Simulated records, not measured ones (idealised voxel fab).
process module | voxel ribs on slabs
cross-section cut | 160 nm wide | cells 5 nm
A cross-section is a grid of square cells, given in bands from the top down. A band is one or more rows of cells.
Each band's line starts with the height of the band's top and of its bottom, in nm. Then come its materials from left to right, each with its width in nm. One material with "throughout" fills the band from edge to edge. "air" is empty space.
Height 0 is the level under which the wafer as received is all one material. The lowest band goes on downwards, as in "0 down".
A width such as "30 to 40" changes by the same amount from each row of cells to the next, from the band's top row to its bottom row.
"no change" after a step means that no cell of the cross-section changed.
closed voids: empty space of 8 cells or more with no open way to the top, each as width x height at its distance from the left edge, in nm
after a step's settings: what the simulator itself notes on the step
overlay nm, on a step with a mask: how far to the right of its planned place the mask lay; to the left if negative
plan
1 op RECEIVE | material Si
2 op DIRECTIONAL_DEP | material SiO2 | thk nm 20
3 op DIRECTIONAL_DEP | material SiN | thk nm 20
4 op MASKED_ETCH | tone cover | mask id RIB | width nm 25 | etch materials SiN | depth nm 10 | overlay nm 0
5 op PATTERN | tone cover | mask id SLAB | material resist | width nm 65 | thk nm 20 | overlay nm 0
6 op DIRECTIONAL_ETCH | etch materials SiN | depth nm 10
7 op STRIP | etch materials resist
8 op FILL_DEP | material SiO2 | thk nm 20
9 op CMP | height nm 50
10 op DIRECTIONAL_DEP | material TiN | thk nm 10
11 op MASKED_ETCH | tone cover | mask id HEATER | width nm 35 | etch materials TiN | depth nm 10 | overlay nm 0
12 op CONFORMAL_DEP | material SiN | thk nm 5
as received, after step 1
  0 down: Si throughout
  closed voids: none
first wafer at the end, as planned
  65 to 60: air 55 | SiN 45 | air 60
  60 to 55: air 55 | SiN 5 | TiN 35 | SiN 5 | air 60
  55 to 50: SiN 60 | TiN 35 | SiN 65
  50 to 40: SiO2 throughout
  40 to 30: SiO2 65 | SiN 25 | SiO2 70
  30 to 20: SiO2 45 | SiN 65 | SiO2 50
  20 to 0: SiO2 throughout
  0 down: Si throughout
  closed voids: none
second wafer at the end: like start, like plan, one mistake
  65 to 60: air 55 | SiN 45 | air 60
  60 to 55: air 55 | SiN 5 | TiN 35 | SiN 5 | air 60
  55 to 50: SiN 60 | TiN 35 | SiN 65
  50 to 40: SiO2 throughout
  40 to 30: SiO2 60 | SiN 25 | SiO2 75
  30 to 20: SiO2 45 | SiN 65 | SiO2 50
  20 to 0: SiO2 throughout
  0 down: Si throughout
  closed voids: none
what went wrong: step 4 ran as: op MASKED_ETCH | tone cover | mask id RIB | width nm 25 | etch materials SiN | depth nm 10 | overlay nm -5
at the end the second wafer has, in cells: as many of each material as the first, in other places
